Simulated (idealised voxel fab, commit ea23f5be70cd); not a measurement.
The following is a process module called voxel gate over fins.
Pictured: cross-section cut, 140 nm wide, on a grid of 5 nm square cells.
Throughout this document, each cross-section is represented as a grid of square cells and is presented as a sequence of bands enumerated from the top downward, where a band comprises one or more rows of cells. Heights first: top, then bottom, in nm. Then materials, left to right, each with a width in nm. "all across" on a single material: fills the band edge to edge. "blank": empty space. Where do heights start? At 0: under that level the wafer as delivered is made of one material only. And the lowest band has no floor; it just carries on downward, as in "z 0 and below". Graded width ("30 to 40"): value in top row of band = first number; value in bottom row = second number; row-to-row change constant. Any step labelled "no alteration" changed none of the cells in the cross-section. The entry titled "Closed void register" provides the empty spaces that have no open way to the top, restricted to those of 8 cells or more. Each is presented as width x height at distance, the distance being measured from the left edge, with all three in nm. Note: text after step settings on the step line = simulator remark on that step. Steps that use a mask can have "overlay nm" on their line. It says how far the mask sat to the right of where it was meant to be. Negative means to the left.
The planned process steps are enumerated hereunder
| 1 | RECEIVE,material Si |
| 2 | CONFORMAL_DEP,material SiN,thk nm 5 |
| 3 | DIRECTIONAL_DEP,material aC,thk nm 15 |
| 4 | PATTERN,tone cover,mask id FINS,material resist,width nm 15,pitch nm 45,thk nm 30,overlay nm 0 |
| 5 | DIRECTIONAL_ETCH,etch materials aC,depth nm 15 |
| 6 | STRIP,etch materials resist |
| 7 | DIRECTIONAL_ETCH,etch materials SiN,depth nm 5 |
| 8 | DIRECTIONAL_ETCH,etch materials Si,depth nm 40 |
| 9 | STRIP,etch materials aC |
| 10 | FILL_DEP,material SiO2,thk nm 15 |
| 11 | CMP,height nm 5 |
| 12 | SELECTIVE_ETCH,etch materials SiO2,depth nm 20 |
| 13 | STRIP,etch materials SiN |
| 14 | CONFORMAL_DEP,material HfO2,thk nm 5 |
| 15 | CONFORMAL_DEP,material TiN,thk nm 5 |
| 16 | FILL_DEP,material W,thk nm 10 |
| 17 | CMP,height nm 15 |
| 18 | CONFORMAL_DEP,material SiCN,thk nm 5 |
First of two wafers, with the run carried out as planned
as received, after step 1
  z 0 and below | Si all across
  Closed void register: none
So this is the wafer cross-section right after step 2
  z 5 to 0 | SiN all across
  Below 0, the layers are the same as they were.
So this is the wafer cross-section right after step 3
  z 20 to 5 | aC all across
  Below 5, the layers are the same as they were.
So this is the wafer cross-section right after step 4
  z 50 to 20 | blank (40) | resist (15) | blank (30) | resist (15) | blank (40)
  Below 20, the layers are the same as they were.
So this is the wafer cross-section right after step 5
  z 35 to 20 | blank (40) | resist (15) | blank (30) | resist (15) | blank (40)
  z 20 to 5 | blank (40) | aC (15) | blank (30) | aC (15) | blank (40)
  Below 5, the layers are the same as they were.
So this is the wafer cross-section right after step 6
  z 20 to 5 | blank (40) | aC (15) | blank (30) | aC (15) | blank (40)
  Below 5, the layers are the same as they were.
So this is the wafer cross-section right after step 7
  z 20 to 5 | blank (40) | aC (15) | blank (30) | aC (15) | blank (40)
  z 5 to 0 | blank (40) | SiN (15) | blank (30) | SiN (15) | blank (40)
  Below 0, the layers are the same as they were.
So this is the wafer cross-section right after step 8
  z 20 to 5 | blank (40) | aC (15) | blank (30) | aC (15) | blank (40)
  z 5 to 0 | blank (40) | SiN (15) | blank (30) | SiN (15) | blank (40)
  z 0 to -40 | blank (40) | Si (15) | blank (30) | Si (15) | blank (40)
  Below -40, the layers are the same as they were.
So this is the wafer cross-section right after step 9
  z 5 to 0 | blank (40) | SiN (15) | blank (30) | SiN (15) | blank (40)
  Below 0, the layers are the same as they were.
So this is the wafer cross-section right after step 10
  z 20 to 5 | SiO2 all across
  z 5 to 0 | SiO2 (40) | SiN (15) | SiO2 (30) | SiN (15) | SiO2 (40)
  z 0 to -40 | SiO2 (40) | Si (15) | SiO2 (30) | Si (15) | SiO2 (40)
  Below -40, the layers are the same as they were.
So this is the wafer cross-section right after step 11
  z 5 to 0 | SiO2 (40) | SiN (15) | SiO2 (30) | SiN (15) | SiO2 (40)
  Below 0, the layers are the same as they were.
So this is the wafer cross-section right after step 12
  z 5 to 0 | blank (40) | SiN (15) | blank (30) | SiN (15) | blank (40)
  z 0 to -15 | blank (40) | Si (15) | blank (30) | Si (15) | blank (40)
  Below -15, the layers are the same as they were.
So this is the wafer cross-section right after step 13
  z 0 to -15 | blank (40) | Si (15) | blank (30) | Si (15) | blank (40)
  Below -15, the layers are the same as they were.
So this is the wafer cross-section right after step 14
  z 5 to 0 | blank (35) | HfO2 (25) | blank (20) | HfO2 (25) | blank (35)
  z 0 to -10 | blank (35) | HfO2 (5) | Si (15) | HfO2 (5) | blank (20) | HfO2 (5) | Si (15) | HfO2 (5) | blank (35)
  z -10 to -15 | HfO2 (40) | Si (15) | HfO2 (30) | Si (15) | HfO2 (40)
  Below -15, the layers are the same as they were.
So this is the wafer cross-section right after step 15
  z 10 to 5 | blank (30) | TiN (35) | blank (10) | TiN (35) | blank (30)
  z 5 to 0 | blank (30) | TiN (5) | HfO2 (25) | TiN (5) | blank (10) | TiN (5) | HfO2 (25) | TiN (5) | blank (30)
  z 0 to -5 | blank (30) | TiN (5) | HfO2 (5) | Si (15) | HfO2 (5) | TiN (5) | blank (10) | TiN (5) | HfO2 (5) | Si (15) | HfO2 (5) | TiN (5) | blank (30)
  z -5 to -10 | TiN (35) | HfO2 (5) | Si (15) | HfO2 (5) | TiN (20) | HfO2 (5) | Si (15) | HfO2 (5) | TiN (35)
  Below -10, the layers are the same as they were.
So this is the wafer cross-section right after step 16
  z 20 to 10 | W all across
  z 10 to 5 | W (30) | TiN (35) | W (10) | TiN (35) | W (30)
  z 5 to 0 | W (30) | TiN (5) | HfO2 (25) | TiN (5) | W (10) | TiN (5) | HfO2 (25) | TiN (5) | W (30)
  z 0 to -5 | W (30) | TiN (5) | HfO2 (5) | Si (15) | HfO2 (5) | TiN (5) | W (10) | TiN (5) | HfO2 (5) | Si (15) | HfO2 (5) | TiN (5) | W (30)
  Below -5, the layers are the same as they were.
So this is the wafer cross-section right after step 17
  z 15 to 10 | W all across
  Below 10, the layers are the same as they were.
So this is the wafer cross-section right after step 18
  z 20 to 15 | SiCN all across
  Below 15, the layers are the same as they were.
Regarding the second of the two wafers: it shared the first wafer's starting condition and process plan, yet one error occurred during its execution. Its history coincides with that of the first wafer up to and including step 11
The second wafer cut through, at the time step 12 was supposed to be finished
  z 5 to 0 | SiO2 (40) | blank (15) | SiO2 (30) | blank (15) | SiO2 (40)
  Below 0, the layers are the same as they were.
The second wafer cut through, at the time step 13 was supposed to be finished
  z 0 to -15 | blank (40) | Si (15) | blank (30) | Si (15) | blank (40)
  z -15 to -20 | SiO2 (20) | blank (20) | Si (15) | blank (30) | Si (15) | blank (20) | SiO2 (20)
  Below -20, the layers are the same as they were.
The second wafer cut through, at the time step 14 was supposed to be finished
  z 5 to 0 | blank (35) | HfO2 (25) | blank (20) | HfO2 (25) | blank (35)
  z 0 to -10 | blank (35) | HfO2 (5) | Si (15) | HfO2 (5) | blank (20) | HfO2 (5) | Si (15) | HfO2 (5) | blank (35)
  z -10 to -15 | HfO2 (25) | blank (10) | HfO2 (5) | Si (15) | HfO2 (5) | blank (20) | HfO2 (5) | Si (15) | HfO2 (5) | blank (10) | HfO2 (25)
  z -15 to -20 | SiO2 (20) | HfO2 (20) | Si (15) | HfO2 (30) | Si (15) | HfO2 (20) | SiO2 (20)
  Below -20, the layers are the same as they were.
The second wafer cut through, at the time step 15 was supposed to be finished
  z 10 to 5 | blank (30) | TiN (35) | blank (10) | TiN (35) | blank (30)
  z 5 to 0 | blank (30) | TiN (5) | HfO2 (25) | TiN (5) | blank (10) | TiN (5) | HfO2 (25) | TiN (5) | blank (30)
  z 0 to -5 | blank (30) | TiN (5) | HfO2 (5) | Si (15) | HfO2 (5) | TiN (5) | blank (10) | TiN (5) | HfO2 (5) | Si (15) | HfO2 (5) | TiN (5) | blank (30)
  z -5 to -10 | TiN (35) | HfO2 (5) | Si (15) | HfO2 (5) | TiN (5) | blank (10) | TiN (5) | HfO2 (5) | Si (15) | HfO2 (5) | TiN (35)
  z -10 to -15 | HfO2 (25) | TiN (10) | HfO2 (5) | Si (15) | HfO2 (5) | TiN (20) | HfO2 (5) | Si (15) | HfO2 (5) | TiN (10) | HfO2 (25)
  Below -15, the layers are the same as they were.
The second wafer cut through, at the time step 16 was supposed to be finished
  z 20 to 10 | W all across
  z 10 to 5 | W (30) | TiN (35) | W (10) | TiN (35) | W (30)
  z 5 to 0 | W (30) | TiN (5) | HfO2 (25) | TiN (5) | W (10) | TiN (5) | HfO2 (25) | TiN (5) | W (30)
  z 0 to -5 | W (30) | TiN (5) | HfO2 (5) | Si (15) | HfO2 (5) | TiN (5) | W (10) | TiN (5) | HfO2 (5) | Si (15) | HfO2 (5) | TiN (5) | W (30)
  z -5 to -10 | TiN (35) | HfO2 (5) | Si (15) | HfO2 (5) | TiN (5) | W (10) | TiN (5) | HfO2 (5) | Si (15) | HfO2 (5) | TiN (35)
  Below -10, the layers are the same as they were.
The second wafer cut through, at the time step 17 was supposed to be finished
  z 15 to 10 | W all across
  Below 10, the layers are the same as they were.
The second wafer cut through, at the time step 18 was supposed to be finished
  z 20 to 15 | SiCN all across
  Below 15, the layers are the same as they were.
Short version of what went wrong: the executed order of steps 12 and 13 is the reverse of that specified in the plan, each step having taken the other's position
Final tally in cells, some materials are higher or lower on the second wafer than on the first: HfO2: 6 more | SiO2: 14 fewer | TiN: 6 more | W: 2 more
